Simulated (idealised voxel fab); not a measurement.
Process module heading - voxel air gaps
We display cut, a cross-section 255 nm in width whose square cells are each 5 nm.
A cross-section is a grid of square cells, given in bands from the top down. A band is one or more rows of cells.
Within each band entry, the heights of the top and of the bottom of the band appear first, in that order and in nm; the materials of the band then follow from left to right, each with its corresponding width in nm. The designation "everywhere" on a single material indicates that it fills the band from edge to edge; the designation "empty" indicates empty space.
Heights are measured from 0, the level below which the as-received wafer is all one material; the lowest band has no bottom and continues downward, written as in "0 down".
Note: "30 to 40" means the width goes from the first number (top row of the band) to the second number (bottom row) in equal steps per row of cells.
When a step is marked "changes: none", none of the cells in the cross-section changed during that step.
Enclosed voids (no open way to top), threshold 8 cells or more, entry "Enclosed voids", notation width x height at distance, distance from left edge, nm.
On a step's line, text after the settings is the simulator commenting on that step.
The setting "overlay nm" may be written on the line of a step. When the step uses a mask, the value reports how far to the right of the planned place the mask lay, and a negative value reports that it lay to the left.

Set out below are the planned steps of the process
1 RECEIVE: material Si
2 CONFORMAL_DEP: material SiO2, thk nm 15
3 CONFORMAL_DEP: material SiN, thk nm 5
4 DIRECTIONAL_DEP: material SiO2, thk nm 35
5 MASKED_ETCH: tone open, mask id LINES, width nm 15, pitch nm 45, etch materials SiO2, depth nm 35, overlay nm 0
6 CONFORMAL_DEP: material TiN, thk nm 5
7 FILL_DEP: material W, thk nm 10
8 CMP: height nm 55
9 EPI: material Ru, thk nm 10
10 SELECTIVE_ETCH: etch materials SiO2, depth nm 45
11 CONFORMAL_DEP: material SiN, thk nm 5

As-received wafer cross-section (after step 1)
	0 down  Si everywhere
	Enclosed voids: none

Cross-section, end of module. Start: as above. Plan: as above. Execution: one mistake
	70 to 55  35 of empty, then 180 of Ru, then 40 of empty
	55 to 50  35 of empty, then 15 of Ru, then 5 of TiN, then 5 of W, then 5 of TiN, then 30 of Ru, then 5 of TiN, then 5 of W, then 5 of TiN, then 30 of Ru, then 5 of TiN, then 5 of W, then 5 of TiN, then 30 of Ru, then 5 of TiN, then 5 of W, then 5 of TiN, then 15 of Ru, then 40 of empty
	50 to 25  45 of empty, then 5 of Ru, then 5 of TiN, then 5 of W, then 5 of TiN, then 5 of Ru, then 20 of empty, then 5 of Ru, then 5 of TiN, then 5 of W, then 5 of TiN, then 5 of Ru, then 20 of empty, then 5 of Ru, then 5 of TiN, then 5 of W, then 5 of TiN, then 5 of Ru, then 20 of empty, then 5 of Ru, then 5 of TiN, then 5 of W, then 5 of TiN, then 5 of Ru, then 50 of empty
	25 to 20  50 of Ru, then 15 of TiN, then 30 of Ru, then 15 of TiN, then 30 of Ru, then 15 of TiN, then 30 of Ru, then 15 of TiN, then 55 of Ru
	20 to 15  SiN everywhere
	15 to 0  SiO2 everywhere
	0 down  Si everywhere
	Enclosed voids: 20 x 25 at 70; 20 x 25 at 115; 20 x 25 at 160
What was done differently from what was planned? step 11 off recipe, ran as CONFORMAL_DEP: material Ru, thk nm 5
